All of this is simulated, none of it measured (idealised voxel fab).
process module | voxel wiring stack
cross-section cut | 175 nm wide | cells 5 nm
A cross-section is a grid of square cells, given in bands from the top down. A band is one or more rows of cells.
Each band's line starts with the height of the band's top and of its bottom, in nm. Then come its materials from left to right, each with its width in nm. One material with "throughout" fills the band from edge to edge. "air" is empty space.
Height 0 is the level under which the wafer as received is all one material. The lowest band goes on downwards, as in "0 down".
A width such as "30 to 40" changes by the same amount from each row of cells to the next, from the band's top row to its bottom row.
"no change" after a step means that no cell of the cross-section changed.
closed voids: empty space of 8 cells or more with no open way to the top, each as width x height at its distance from the left edge, in nm
after a step's settings: what the simulator itself notes on the step
overlay nm, on a step with a mask: how far to the right of its planned place the mask lay; to the left if negative
plan
1 op RECEIVE | material Si
2 op CONFORMAL_DEP | material SiO2 | thk nm 15
3 op DIRECTIONAL_DEP | material TiN | thk nm 5
4 op DIRECTIONAL_DEP | material Ru | thk nm 15
5 op MASKED_ETCH | tone cover | mask id METAL_1 | width nm 20 | pitch nm 40 | etch materials Ru | depth nm 15 | overlay nm 0
6 op MASKED_ETCH | tone cover | mask id METAL_1 | width nm 20 | pitch nm 40 | etch materials TiN | depth nm 5 | overlay nm 0
7 op CONFORMAL_DEP | material SiN | thk nm 5
8 op FILL_DEP | material SiO2 | thk nm 10
9 op CMP | height nm 35
10 op CONFORMAL_DEP | material SiCN | thk nm 5
11 op DIRECTIONAL_DEP | material SiO2 | thk nm 20
12 op DIRECTIONAL_DEP | material aC | thk nm 10
13 op PATTERN | tone open | mask id PLUG_1 | material resist | width nm 15 | pitch nm 80 | thk nm 30 | overlay nm 0
14 op DIRECTIONAL_ETCH | etch materials aC | depth nm 10
15 op STRIP | etch materials resist
16 op DIRECTIONAL_ETCH | etch materials SiO2 | depth nm 20
17 op DIRECTIONAL_ETCH | etch materials SiCN | depth nm 5
18 op STRIP | etch materials aC
19 op CONFORMAL_DEP | material TiN | thk nm 5
20 op FILL_DEP | material Ru | thk nm 5
21 op CMP | height nm 60
22 op CONFORMAL_DEP | material SiCN | thk nm 5
23 op DIRECTIONAL_DEP | material SiO2 | thk nm 15
24 op MASKED_ETCH | tone open | mask id METAL_2 | width nm 20 | pitch nm 40 | etch materials SiO2 | depth nm 15 | overlay nm 0
25 op MASKED_ETCH | tone open | mask id METAL_2 | width nm 20 | pitch nm 40 | etch materials SiCN | depth nm 5 | overlay nm 0
26 op CONFORMAL_DEP | material TiN | thk nm 5
27 op FILL_DEP | material Ru | thk nm 5
28 op CMP | height nm 80
29 op CONFORMAL_DEP | material SiCN | thk nm 5
as received, after step 1
  0 down: Si throughout
  closed voids: none
first wafer at the end, as planned
  85 to 80: SiCN throughout
  80 to 65: SiO2 35 | TiN 5 | Ru 10 | TiN 5 | SiO2 20 | TiN 5 | Ru 10 | TiN 5 | SiO2 20 | TiN 5 | Ru 10 | TiN 5 | SiO2 40
  65 to 60: SiCN 35 | TiN 20 | SiCN 20 | TiN 20 | SiCN 20 | TiN 20 | SiCN 40
  60 to 40: SiO2 35 | TiN 5 | Ru 5 | TiN 5 | SiO2 65 | TiN 5 | Ru 5 | TiN 5 | SiO2 45
  40 to 35: SiCN 35 | TiN 15 | SiCN 65 | TiN 15 | SiCN 45
  35 to 20: SiO2 30 | SiN 5 | Ru 20 | SiN 5 | SiO2 10 | SiN 5 | Ru 20 | SiN 5 | SiO2 10 | SiN 5 | Ru 20 | SiN 5 | SiO2 35
  20 to 15: SiN 35 | TiN 20 | SiN 20 | TiN 20 | SiN 20 | TiN 20 | SiN 40
  15 to 0: SiO2 throughout
  0 down: Si throughout
  closed voids: none
second wafer at the end: like start, like plan, one mistake
  85 to 80: SiCN throughout
  80 to 65: SiO2 35 | TiN 5 | Ru 10 | TiN 5 | SiO2 20 | TiN 5 | Ru 10 | TiN 5 | SiO2 20 | TiN 5 | Ru 10 | TiN 5 | SiO2 40
  65 to 60: SiCN 35 | TiN 20 | SiCN 20 | TiN 20 | SiCN 20 | TiN 20 | SiCN 40
  60 to 40: SiO2 35 | TiN 5 | Ru 5 | TiN 5 | SiO2 65 | TiN 5 | Ru 5 | TiN 5 | SiO2 45
  40 to 35: SiCN 35 | TiN 15 | SiCN 65 | TiN 15 | SiCN 45
  35 to 30: SiN 35 | TiN 20 | SiN 20 | TiN 20 | SiN 20 | TiN 20 | SiN 40
  30 to 0: SiO2 throughout
  0 down: Si throughout
  closed voids: none
what went wrong: step 2 was run twice
at the end the second wafer has, in cells: 36 fewer of Ru | 18 fewer of SiN | 54 more of SiO2
